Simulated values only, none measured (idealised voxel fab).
Documented hereafter: the process module known as voxel self aligned vias.
Shown is cross-section cut, with a width of 170 nm and square cells of size 5 nm.
Cross-section, as written here: a square-cell grid given band by band from the top down, where a band holds one or more rows of cells.
What a band's entry tells you: where the top is and where the bottom is, as heights in nm, and after that what lies inside, material by material from left to right, each with its width in nm. Empty space is written as the word "air", and a single material marked with the word "edge to edge" occupies the band from edge to edge.
For the purposes of this specification, 0 denotes the height below which the wafer in its as-received condition is composed wholly of one material, and the lowermost band, lacking a lower limit, extends downward without end, as expressed in "0 and below".
When a width is written as two numbers, as in "30->40", the first number is the width in the top row of cells of the band and the second is the width in its bottom row, and the width changes by the same amount from each row to the next.
Given "nothing different" for a step, no cell of the cross-section differs between before and after that step.
Closed empty spaces (no open way to the top) of 8 cells or more are what "Closed internal cavities" lists, each as width x height at distance from the left edge, nm for all three.
On each step's line, the part that comes after the settings is the simulator's own comment on the step.
"overlay nm" denotes, for a step that has a mask, the displacement of the mask to the right of its planned place, with negative values corresponding to the left.
**The planned process steps are enumerated hereunder**
1 op RECEIVE | material Si
2 op CONFORMAL_DEP | material SiO2 | thk nm 10
3 op CONFORMAL_DEP | material SiCN | thk nm 5
4 op DIRECTIONAL_DEP | material lowk | thk nm 20
5 op MASKED_ETCH | tone open | mask id LINES | width nm 20 | pitch nm 70 | etch materials lowk | depth nm 20 | overlay nm 0
6 op CONFORMAL_DEP | material TiN | thk nm 5
7 op FILL_DEP | material Ru | thk nm 5
8 op CMP | height nm 35
9 op SELECTIVE_ETCH | etch materials W Ru TiN | depth nm 10
10 op FILL_DEP | material SiN | thk nm 10
11 op CMP | height nm 35
12 op DIRECTIONAL_DEP | material lowk | thk nm 15
13 op DIRECTIONAL_DEP | material aC | thk nm 10
14 op PATTERN | tone open | mask id VIAS | material resist | width nm 40 | pitch nm 70 | thk nm 25 | overlay nm 0
15 op DIRECTIONAL_ETCH | etch materials aC | depth nm 10
16 op STRIP | etch materials resist
17 op DIRECTIONAL_ETCH | etch materials lowk | depth nm 15
18 op DIRECTIONAL_ETCH | etch materials SiN | depth nm 10
19 op STRIP | etch materials aC
20 op CONFORMAL_DEP | material TiN | thk nm 5
21 op FILL_DEP | material W | thk nm 10
22 op CMP | height nm 50
23 op CONFORMAL_DEP | material SiCN | thk nm 5
**First of two wafers, processed according to plan**
**As-received state of the wafer in cross-section, equivalent to post-step 1**
- 0 and below = Si edge to edge
- Closed internal cavities: none
**Cross-section of the wafer subsequent to step 2**
- 10 down to 0 = SiO2 edge to edge
- Rest of section, below 0: as before.
**Cross-section of the wafer subsequent to step 3**
- 15 down to 10 = SiCN edge to edge
- Rest of section, below 10: as before.
**Cross-section of the wafer subsequent to step 4**
- 35 down to 15 = lowk edge to edge
- Rest of section, below 15: as before.
**Cross-section of the wafer subsequent to step 5**
- 35 down to 15 = 40 of lowk | 20 of air | 50 of lowk | 20 of air | 40 of lowk
- Rest of section, below 15: as before.
**Cross-section of the wafer subsequent to step 6**
- 40 down to 35 = 45 of TiN | 10 of air | 60 of TiN | 10 of air | 45 of TiN
- 35 down to 20 = 40 of lowk | 5 of TiN | 10 of air | 5 of TiN | 50 of lowk | 5 of TiN | 10 of air | 5 of TiN | 40 of lowk
- 20 down to 15 = 40 of lowk | 20 of TiN | 50 of lowk | 20 of TiN | 40 of lowk
- Rest of section, below 15: as before.
**Cross-section of the wafer subsequent to step 7**
- 45 down to 40 = Ru edge to edge
- 40 down to 35 = 45 of TiN | 10 of Ru | 60 of TiN | 10 of Ru | 45 of TiN
- 35 down to 20 = 40 of lowk | 5 of TiN | 10 of Ru | 5 of TiN | 50 of lowk | 5 of TiN | 10 of Ru | 5 of TiN | 40 of lowk
- Rest of section, below 20: as before.
**Cross-section of the wafer subsequent to step 8**
- 35 down to 20 = 40 of lowk | 5 of TiN | 10 of Ru | 5 of TiN | 50 of lowk | 5 of TiN | 10 of Ru | 5 of TiN | 40 of lowk
- Rest of section, below 20: as before.
**Cross-section of the wafer subsequent to step 9**
- 35 down to 25 = 40 of lowk | 20 of air | 50 of lowk | 20 of air | 40 of lowk
- Rest of section, below 25: as before.
**Cross-section of the wafer subsequent to step 10**
- 45 down to 35 = SiN edge to edge
- 35 down to 25 = 40 of lowk | 20 of SiN | 50 of lowk | 20 of SiN | 40 of lowk
- Rest of section, below 25: as before.
**Cross-section of the wafer subsequent to step 11**
- 35 down to 25 = 40 of lowk | 20 of SiN | 50 of lowk | 20 of SiN | 40 of lowk
- Rest of section, below 25: as before.
**Cross-section of the wafer subsequent to step 12**
- 50 down to 35 = lowk edge to edge
- Rest of section, below 35: as before.
**Cross-section of the wafer subsequent to step 13**
- 60 down to 50 = aC edge to edge
- Rest of section, below 50: as before.
**Cross-section of the wafer subsequent to step 14**
- 85 down to 60 = 30 of resist | 40 of air | 30 of resist | 40 of air | 30 of resist
- Rest of section, below 60: as before.
**Cross-section of the wafer subsequent to step 15**
- 75 down to 60 = 30 of resist | 40 of air | 30 of resist | 40 of air | 30 of resist
- 60 down to 50 = 30 of aC | 40 of air | 30 of aC | 40 of air | 30 of aC
- Rest of section, below 50: as before.
**Cross-section of the wafer subsequent to step 16**
- 60 down to 50 = 30 of aC | 40 of air | 30 of aC | 40 of air | 30 of aC
- Rest of section, below 50: as before.
**Cross-section of the wafer subsequent to step 17**
- 60 down to 50 = 30 of aC | 40 of air | 30 of aC | 40 of air | 30 of aC
- 50 down to 35 = 30 of lowk | 40 of air | 30 of lowk | 40 of air | 30 of lowk
- Rest of section, below 35: as before.
**Cross-section of the wafer subsequent to step 18**
- 60 down to 50 = 30 of aC | 40 of air | 30 of aC | 40 of air | 30 of aC
- 50 down to 35 = 30 of lowk | 40 of air | 30 of lowk | 40 of air | 30 of lowk
- 35 down to 25 = 40 of lowk | 20 of air | 50 of lowk | 20 of air | 40 of lowk
- Rest of section, below 25: as before.
**Cross-section of the wafer subsequent to step 19**
- 50 down to 35 = 30 of lowk | 40 of air | 30 of lowk | 40 of air | 30 of lowk
- Rest of section, below 35: as before.
**Cross-section of the wafer subsequent to step 20**
- 55 down to 50 = 35 of TiN | 30 of air | 40 of TiN | 30 of air | 35 of TiN
- 50 down to 40 = 30 of lowk | 5 of TiN | 30 of air | 5 of TiN | 30 of lowk | 5 of TiN | 30 of air | 5 of TiN | 30 of lowk
- 40 down to 30 = 30->40 of lowk | 15->5 of TiN | 10 of air | 15->5 of TiN | 30->50 of lowk | 15->5 of TiN | 10 of air | 15->5 of TiN | 30->40 of lowk
- 30 down to 25 = 40 of lowk | 20 of TiN | 50 of lowk | 20 of TiN | 40 of lowk
- Rest of section, below 25: as before.
**Cross-section of the wafer subsequent to step 21**
- 65 down to 55 = W edge to edge
- 55 down to 50 = 35 of TiN | 30 of W | 40 of TiN | 30 of W | 35 of TiN
- 50 down to 40 = 30 of lowk | 5 of TiN | 30 of W | 5 of TiN | 30 of lowk | 5 of TiN | 30 of W | 5 of TiN | 30 of lowk
- 40 down to 30 = 30->40 of lowk | 15->5 of TiN | 10 of W | 15->5 of TiN | 30->50 of lowk | 15->5 of TiN | 10 of W | 15->5 of TiN | 30->40 of lowk
- Rest of section, below 30: as before.
**Cross-section of the wafer subsequent to step 22**
- 50 down to 40 = 30 of lowk | 5 of TiN | 30 of W | 5 of TiN | 30 of lowk | 5 of TiN | 30 of W | 5 of TiN | 30 of lowk
- Rest of section, below 40: as before.
**Cross-section of the wafer subsequent to step 23**
- 55 down to 50 = SiCN edge to edge
- Rest of section, below 50: as before.
**Notes, second wafer: start = first wafer's, plan = first wafer's, execution had one mistake; history identical to first through step 6**
**Second wafer: cross-section at the scheduled end of step 7**
- 45 down to 40 = SiO2 edge to edge
- 40 down to 35 = 45 of TiN | 10 of SiO2 | 60 of TiN | 10 of SiO2 | 45 of TiN
- 35 down to 20 = 40 of lowk | 5 of TiN | 10 of SiO2 | 5 of TiN | 50 of lowk | 5 of TiN | 10 of SiO2 | 5 of TiN | 40 of lowk
- Rest of section, below 20: as before.
**Second wafer: cross-section at the scheduled end of step 8**
- 35 down to 20 = 40 of lowk | 5 of TiN | 10 of SiO2 | 5 of TiN | 50 of lowk | 5 of TiN | 10 of SiO2 | 5 of TiN | 40 of lowk
- Rest of section, below 20: as before.
**Second wafer: cross-section at the scheduled end of step 9**
- 35 down to 25 = 40 of lowk | 5 of air | 10 of SiO2 | 5 of air | 50 of lowk | 5 of air | 10 of SiO2 | 5 of air | 40 of lowk
- Rest of section, below 25: as before.
**Second wafer: cross-section at the scheduled end of step 10**
- 45 down to 35 = SiN edge to edge
- 35 down to 25 = 40 of lowk | 5 of SiN | 10 of SiO2 | 5 of SiN | 50 of lowk | 5 of SiN | 10 of SiO2 | 5 of SiN | 40 of lowk
- Rest of section, below 25: as before.
**Second wafer: cross-section at the scheduled end of step 11**
- 35 down to 25 = 40 of lowk | 5 of SiN | 10 of SiO2 | 5 of SiN | 50 of lowk | 5 of SiN | 10 of SiO2 | 5 of SiN | 40 of lowk
- Rest of section, below 25: as before.
**Second wafer: cross-section at the scheduled end of step 12**
- 50 down to 35 = lowk edge to edge
- Rest of section, below 35: as before.
**Second wafer: cross-section at the scheduled end of step 13**
- 60 down to 50 = aC edge to edge
- Rest of section, below 50: as before.
**Second wafer: cross-section at the scheduled end of step 14**
- 85 down to 60 = 30 of resist | 40 of air | 30 of resist | 40 of air | 30 of resist
- Rest of section, below 60: as before.
**Second wafer: cross-section at the scheduled end of step 15**
- 75 down to 60 = 30 of resist | 40 of air | 30 of resist | 40 of air | 30 of resist
- 60 down to 50 = 30 of aC | 40 of air | 30 of aC | 40 of air | 30 of aC
- Rest of section, below 50: as before.
**Second wafer: cross-section at the scheduled end of step 16**
- 60 down to 50 = 30 of aC | 40 of air | 30 of aC | 40 of air | 30 of aC
- Rest of section, below 50: as before.
**Second wafer: cross-section at the scheduled end of step 17**
- 60 down to 50 = 30 of aC | 40 of air | 30 of aC | 40 of air | 30 of aC
- 50 down to 35 = 30 of lowk | 40 of air | 30 of lowk | 40 of air | 30 of lowk
- Rest of section, below 35: as before.
**Second wafer: cross-section at the scheduled end of step 18**
- 60 down to 50 = 30 of aC | 40 of air | 30 of aC | 40 of air | 30 of aC
- 50 down to 35 = 30 of lowk | 40 of air | 30 of lowk | 40 of air | 30 of lowk
- 35 down to 25 = 40 of lowk | 5 of air | 10 of SiO2 | 5 of air | 50 of lowk | 5 of air | 10 of SiO2 | 5 of air | 40 of lowk
- Rest of section, below 25: as before.
**Second wafer: cross-section at the scheduled end of step 19**
- 50 down to 35 = 30 of lowk | 40 of air | 30 of lowk | 40 of air | 30 of lowk
- Rest of section, below 35: as before.
**Second wafer: cross-section at the scheduled end of step 20**
- 55 down to 50 = 35 of TiN | 30 of air | 40 of TiN | 30 of air | 35 of TiN
- 50 down to 40 = 30 of lowk | 5 of TiN | 30 of air | 5 of TiN | 30 of lowk | 5 of TiN | 30 of air | 5 of TiN | 30 of lowk
- 40 down to 35 = 30 of lowk | 40 of TiN | 30 of lowk | 40 of TiN | 30 of lowk
- 35 down to 20 = 40 of lowk | 5 of TiN | 10 of SiO2 | 5 of TiN | 50 of lowk | 5 of TiN | 10 of SiO2 | 5 of TiN | 40 of lowk
- Rest of section, below 20: as before.
**Second wafer: cross-section at the scheduled end of step 21**
- 65 down to 55 = W edge to edge
- 55 down to 50 = 35 of TiN | 30 of W | 40 of TiN | 30 of W | 35 of TiN
- 50 down to 40 = 30 of lowk | 5 of TiN | 30 of W | 5 of TiN | 30 of lowk | 5 of TiN | 30 of W | 5 of TiN | 30 of lowk
- Rest of section, below 40: as before.
**Second wafer: cross-section at the scheduled end of step 22**
- 50 down to 40 = 30 of lowk | 5 of TiN | 30 of W | 5 of TiN | 30 of lowk | 5 of TiN | 30 of W | 5 of TiN | 30 of lowk
- Rest of section, below 40: as before.
**Second wafer: cross-section at the scheduled end of step 23**
- 55 down to 50 = SiCN edge to edge
- Rest of section, below 50: as before.
The mistake made against the process plan was this: step 7 ran differently from the plan; actual operation with settings: op FILL_DEP | material SiO2 | thk nm 5
FYI, end of process, the second wafer has more or fewer cells of some materials than the first: Ru: 4 fewer | SiO2: 12 more | W: 8 fewer
